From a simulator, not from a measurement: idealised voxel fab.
You're looking at the process module voxel spacer lines.
In the cross-section labelled cut, the width is 225 nm and each square cell is 5 nm.
Each cross-section below is a grid of square cells, stated as bands in top-down order, with one or more rows of cells making up each band. Read a band's entry like this: the first values are the height of its top and the height of its bottom in nm, and what follows is the sequence of materials from left to right, each with its width in nm. Note that "blank" is empty space, and that a single material marked "full width" reaches across the band from edge to edge. Beneath 0, the wafer as received is one material, and that level is where height counting begins. The lowest band goes on downward without a bottom; it is written like "0 down". When a width is written as two numbers, as in "30..40", the first number is the width in the top row of cells of the band and the second is the width in its bottom row, and the width changes by the same amount from each row to the next. Where the words "stayed the same" appear for a step, the cross-section shows no cell changed by that step; every cell remained as before. Entry "Closed empty spaces". Content: empty spaces with no open connection to the top, size 8 cells or greater. Each: width x height at distance. Distance: from left edge. Unit: nm. That trailing text on a step's line, after the settings, is the simulator's own remark on the step. Among the settings permitted on a step's line is "overlay nm"; applied to a step with a mask, it specifies the extent to which the mask lay to the right of its planned position, whereas a negative figure signifies a position to the left.

HERE'S WHAT THE PLANNED PROCESS STEPS LOOK LIKE
1) op RECEIVE | material Si
2) op CONFORMAL_DEP | material SiO2 | thk nm 5
3) op DIRECTIONAL_DEP | material TiN | thk nm 20
4) op DIRECTIONAL_DEP | material polySi | thk nm 25
5) op PATTERN | tone cover | mask id MANDREL | material resist | width nm 15 | pitch nm 50 | thk nm 35 | overlay nm 0
6) op DIRECTIONAL_ETCH | etch materials polySi | depth nm 25
7) op STRIP | etch materials resist
8) op CONFORMAL_DEP | material SiN | thk nm 10
9) op DIRECTIONAL_ETCH | etch materials SiN | depth nm 10
10) op STRIP | etch materials polySi
11) op DIRECTIONAL_ETCH | etch materials TiN | depth nm 20
12) op STRIP | etch materials SiN

AS RECEIVED, AFTER STEP 1
  0 down = Si full width
  Closed empty spaces: none

THE FIRST OF THE TWO WAFERS AS SEEN IN CROSS-SECTION ONCE THE MODULE WAS FINISHED; PROCESSING FOLLOWED THE PLAN
  25 to 5 = blank 45, then TiN 10, then blank 15, then TiN 10, then blank 15, then TiN 10, then blank 15, then TiN 10, then blank 15, then TiN 10, then blank 15, then TiN 10, then blank 45
  5 to 0 = SiO2 full width
  0 down = Si full width
  Closed empty spaces: none

HERE'S THE SECOND OF OUR TWO WAFERS SECTIONED AT MODULE END. SAME START AS THE FIRST, SAME PLAN, BUT ONE MISTAKE GOT MADE RUNNING IT
  25 to 5 = blank 45, then TiN 10, then blank 20, then TiN 10, then blank 10, then TiN 10, then blank 20, then TiN 10, then blank 10, then TiN 10, then blank 20, then TiN 10, then blank 40
  5 to 0 = SiO2 full width
  0 down = Si full width
  Closed empty spaces: none
So what did we get wrong on this run? step 5 ran differently from the plan; actual operation with settings: op PATTERN | tone cover | mask id MANDREL | material resist | width nm 20 | pitch nm 50 | thk nm 35 | overlay nm 0
Upon completion, the cell count for each material on the second wafer equals that on the first, whereas the spatial distribution of those cells differs.
